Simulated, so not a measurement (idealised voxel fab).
process module | voxel released beams
cross-section cut | 220 nm wide | cells 5 nm
A cross-section is a grid of square cells, given in bands from the top down. A band is one or more rows of cells.
Each band's line starts with the height of the band's top and of its bottom, in nm. Then come its materials from left to right, each with its width in nm. One material with "throughout" fills the band from edge to edge. "air" is empty space.
Height 0 is the level under which the wafer as received is all one material. The lowest band goes on downwards, as in "0 down".
A width such as "30 to 40" changes by the same amount from each row of cells to the next, from the band's top row to its bottom row.
"no change" after a step means that no cell of the cross-section changed.
closed voids: empty space of 8 cells or more with no open way to the top, each as width x height at its distance from the left edge, in nm
after a step's settings: what the simulator itself notes on the step
overlay nm, on a step with a mask: how far to the right of its planned place the mask lay; to the left if negative
plan
1 op RECEIVE | material Si
2 op CONFORMAL_DEP | material SiN | thk nm 10
3 op DIRECTIONAL_DEP | material SiO2 | thk nm 10
4 op MASKED_ETCH | tone open | mask id ANCHOR | width nm 35 | etch materials SiO2 | depth nm 10 | overlay nm 0
5 op CONFORMAL_DEP | material W | thk nm 10
6 op DIRECTIONAL_DEP | material aC | thk nm 15
7 op PATTERN | tone cover | mask id BEAM | material resist | width nm 110 | thk nm 30 | overlay nm 0
8 op DIRECTIONAL_ETCH | etch materials aC | depth nm 15
9 op STRIP | etch materials resist
10 op DIRECTIONAL_ETCH | etch materials W | depth nm 10
11 op STRIP | etch materials aC
12 op STRIP | etch materials SiO2
first wafer, as planned
as received, after step 1
  0 down: Si throughout
  closed voids: none
after step 2
  10 to 0: SiN throughout
  below 0: unchanged
after step 3
  20 to 10: SiO2 throughout
  below 10: unchanged
after step 4
  20 to 10: SiO2 55 | air 35 | SiO2 130
  below 10: unchanged
after step 5
  30 to 20: W 65 | air 15 | W 140
  20 to 10: SiO2 55 | W 35 | SiO2 130
  below 10: unchanged
after step 6
  45 to 35: aC 65 | air 15 | aC 140
  35 to 30: aC throughout
  30 to 20: W 65 | aC 15 | W 140
  below 20: unchanged
after step 7
  75 to 45: air 50 | resist 110 | air 60
  45 to 35: aC 65 | resist 15 | aC 140
  below 35: unchanged
after step 8
  60 to 45: air 50 | resist 110 | air 60
  45 to 35: air 50 | aC 15 | resist 15 | aC 80 | air 60
  35 to 30: air 50 | aC 110 | air 60
  below 30: unchanged
after step 9
  45 to 35: air 50 | aC 15 | air 15 | aC 80 | air 60
  below 35: unchanged
after step 10
  45 to 35: air 50 | aC 15 | air 15 | aC 80 | air 60
  35 to 30: air 50 | aC 110 | air 60
  30 to 20: air 50 | W 15 | aC 15 | W 80 | air 60
  below 20: unchanged
after step 11
  30 to 20: air 50 | W 15 | air 15 | W 80 | air 60
  below 20: unchanged
after step 12
  30 to 20: air 50 | W 15 | air 15 | W 80 | air 60
  20 to 10: air 55 | W 35 | air 130
  below 10: unchanged
second wafer: like start, like plan, one mistake. Through step 1 it matches the first wafer
when step 2 should have ended
  15 to 0: SiN throughout
  below 0: unchanged
when step 3 should have ended
  25 to 15: SiO2 throughout
  below 15: unchanged
when step 4 should have ended
  25 to 15: SiO2 55 | air 35 | SiO2 130
  below 15: unchanged
when step 5 should have ended
  35 to 25: W 65 | air 15 | W 140
  25 to 15: SiO2 55 | W 35 | SiO2 130
  below 15: unchanged
when step 6 should have ended
  50 to 40: aC 65 | air 15 | aC 140
  40 to 35: aC throughout
  35 to 25: W 65 | aC 15 | W 140
  below 25: unchanged
when step 7 should have ended
  80 to 50: air 50 | resist 110 | air 60
  50 to 40: aC 65 | resist 15 | aC 140
  below 40: unchanged
when step 8 should have ended
  65 to 50: air 50 | resist 110 | air 60
  50 to 40: air 50 | aC 15 | resist 15 | aC 80 | air 60
  40 to 35: air 50 | aC 110 | air 60
  below 35: unchanged
when step 9 should have ended
  50 to 40: air 50 | aC 15 | air 15 | aC 80 | air 60
  below 40: unchanged
when step 10 should have ended
  50 to 40: air 50 | aC 15 | air 15 | aC 80 | air 60
  40 to 35: air 50 | aC 110 | air 60
  35 to 25: air 50 | W 15 | aC 15 | W 80 | air 60
  below 25: unchanged
when step 11 should have ended
  35 to 25: air 50 | W 15 | air 15 | W 80 | air 60
  below 25: unchanged
when step 12 should have ended
  35 to 25: air 50 | W 15 | air 15 | W 80 | air 60
  25 to 15: air 55 | W 35 | air 130
  below 15: unchanged
what went wrong: step 2 ran as: op CONFORMAL_DEP | material SiN | thk nm 15
at the end the second wafer has, in cells: 44 more of SiN
